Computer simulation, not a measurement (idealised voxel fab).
process module | voxel ribs on slabs
cross-section cut | 270 nm wide | cells 5 nm
A cross-section is a grid of square cells, given in bands from the top down. A band is one or more rows of cells.
Each band's line starts with the height of the band's top and of its bottom, in nm. Then come its materials from left to right, each with its width in nm. One material with "throughout" fills the band from edge to edge. "air" is empty space.
Height 0 is the level under which the wafer as received is all one material. The lowest band goes on downwards, as in "0 down".
A width such as "30 to 40" changes by the same amount from each row of cells to the next, from the band's top row to its bottom row.
"no change" after a step means that no cell of the cross-section changed.
closed voids: empty space of 8 cells or more with no open way to the top, each as width x height at its distance from the left edge, in nm
after a step's settings: what the simulator itself notes on the step
overlay nm, on a step with a mask: how far to the right of its planned place the mask lay; to the left if negative
plan
1 op RECEIVE | material Si
2 op DIRECTIONAL_DEP | material SiO2 | thk nm 20
3 op DIRECTIONAL_DEP | material polySi | thk nm 20
4 op DIRECTIONAL_DEP | material aC | thk nm 10
5 op PATTERN | tone cover | mask id RIB | material resist | width nm 20 | thk nm 30 | overlay nm 0
6 op DIRECTIONAL_ETCH | etch materials aC | depth nm 10
7 op STRIP | etch materials resist
8 op DIRECTIONAL_ETCH | etch materials polySi | depth nm 15
9 op STRIP | etch materials aC
10 op PATTERN | tone cover | mask id SLAB | material resist | width nm 60 | thk nm 15 | overlay nm 0
11 op DIRECTIONAL_ETCH | etch materials polySi | depth nm 5
12 op STRIP | etch materials resist
13 op FILL_DEP | material SiO2 | thk nm 25
14 op CMP | height nm 55
15 op DIRECTIONAL_DEP | material W | thk nm 5
16 op PATTERN | tone cover | mask id HEATER | material resist | width nm 30 | thk nm 20 | overlay nm 0
17 op DIRECTIONAL_ETCH | etch materials W | depth nm 5
18 op STRIP | etch materials resist
19 op CONFORMAL_DEP | material SiN | thk nm 5
first wafer, as planned
as received, after step 1
  0 down: Si throughout
  closed voids: none
after step 2
  20 to 0: SiO2 throughout
  below 0: unchanged
after step 3
  40 to 20: polySi throughout
  below 20: unchanged
after step 4
  50 to 40: aC throughout
  below 40: unchanged
after step 5
  80 to 50: air 125 | resist 20 | air 125
  below 50: unchanged
after step 6
  70 to 50: air 125 | resist 20 | air 125
  50 to 40: air 125 | aC 20 | air 125
  below 40: unchanged
after step 7
  50 to 40: air 125 | aC 20 | air 125
  below 40: unchanged
after step 8
  50 to 40: air 125 | aC 20 | air 125
  40 to 25: air 125 | polySi 20 | air 125
  below 25: unchanged
after step 9
  40 to 25: air 125 | polySi 20 | air 125
  below 25: unchanged
after step 10
  55 to 40: air 105 | resist 60 | air 105
  40 to 25: air 105 | resist 20 | polySi 20 | resist 20 | air 105
  below 25: unchanged
after step 11
  55 to 40: air 105 | resist 60 | air 105
  40 to 25: air 105 | resist 20 | polySi 20 | resist 20 | air 105
  25 to 20: air 105 | polySi 60 | air 105
  below 20: unchanged
after step 12
  40 to 25: air 125 | polySi 20 | air 125
  below 25: unchanged
after step 13
  65 to 40: SiO2 throughout
  40 to 25: SiO2 125 | polySi 20 | SiO2 125
  25 to 20: SiO2 105 | polySi 60 | SiO2 105
  below 20: unchanged
after step 14
  55 to 40: SiO2 throughout
  below 40: unchanged
after step 15
  60 to 55: W throughout
  below 55: unchanged
after step 16
  80 to 60: air 120 | resist 30 | air 120
  below 60: unchanged
after step 17
  80 to 60: air 120 | resist 30 | air 120
  60 to 55: air 120 | W 30 | air 120
  below 55: unchanged
after step 18
  60 to 55: air 120 | W 30 | air 120
  below 55: unchanged
after step 19
  65 to 60: air 115 | SiN 40 | air 115
  60 to 55: SiN 120 | W 30 | SiN 120
  below 55: unchanged
second wafer: like start, like plan, one mistake. Through step 18 it matches the first wafer
when step 19 should have ended
  65 to 60: air 115 | aC 40 | air 115
  60 to 55: aC 120 | W 30 | aC 120
  below 55: unchanged
what went wrong: step 19 ran as: op CONFORMAL_DEP | material aC | thk nm 5
at the end the second wafer has, in cells: 56 fewer of SiN | 56 more of aC
